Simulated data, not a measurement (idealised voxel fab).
process module | voxel double patterning
cross-section cut | 210 nm wide | cells 5 nm
A cross-section is a grid of square cells, given in bands from the top down. A band is one or more rows of cells.
Each band's line starts with the height of the band's top and of its bottom, in nm. Then come its materials from left to right, each with its width in nm. One material with "throughout" fills the band from edge to edge. "air" is empty space.
Height 0 is the level under which the wafer as received is all one material. The lowest band goes on downwards, as in "0 down".
A width such as "30 to 40" changes by the same amount from each row of cells to the next, from the band's top row to its bottom row.
"no change" after a step means that no cell of the cross-section changed.
closed voids: empty space of 8 cells or more with no open way to the top, each as width x height at its distance from the left edge, in nm
after a step's settings: what the simulator itself notes on the step
overlay nm, on a step with a mask: how far to the right of its planned place the mask lay; to the left if negative
plan
1 op RECEIVE | material Si
2 op CONFORMAL_DEP | material SiO2 | thk nm 10
3 op DIRECTIONAL_DEP | material polySi | thk nm 10
4 op DIRECTIONAL_DEP | material SiCN | thk nm 5
5 op DIRECTIONAL_DEP | material aC | thk nm 10
6 op PATTERN | tone open | mask id FIRST | material resist | width nm 15 | pitch nm 50 | thk nm 30 | overlay nm 0
7 op DIRECTIONAL_ETCH | etch materials aC | depth nm 10
8 op STRIP | etch materials resist
9 op DIRECTIONAL_ETCH | etch materials SiCN | depth nm 5
10 op STRIP | etch materials aC
11 op MASKED_ETCH | tone open | mask id SECOND | width nm 15 | pitch nm 50 | etch materials SiCN | depth nm 5 | overlay nm 0
12 op DIRECTIONAL_ETCH | etch materials polySi | depth nm 10
13 op STRIP | etch materials SiCN
as received, after step 1
  0 down: Si throughout
  closed voids: none
a wafer at the end: this start, this plan, one mistake
  25 to 15: polySi 45 | air 15 | polySi 10 | air 15 | polySi 10 | air 15 | polySi 10 | air 15 | polySi 10 | air 15 | polySi 50
  15 to 10: polySi throughout
  10 to 0: SiO2 throughout
  0 down: Si throughout
  closed voids: none
what went wrong: step 3 ran as: op DIRECTIONAL_DEP | material polySi | thk nm 15
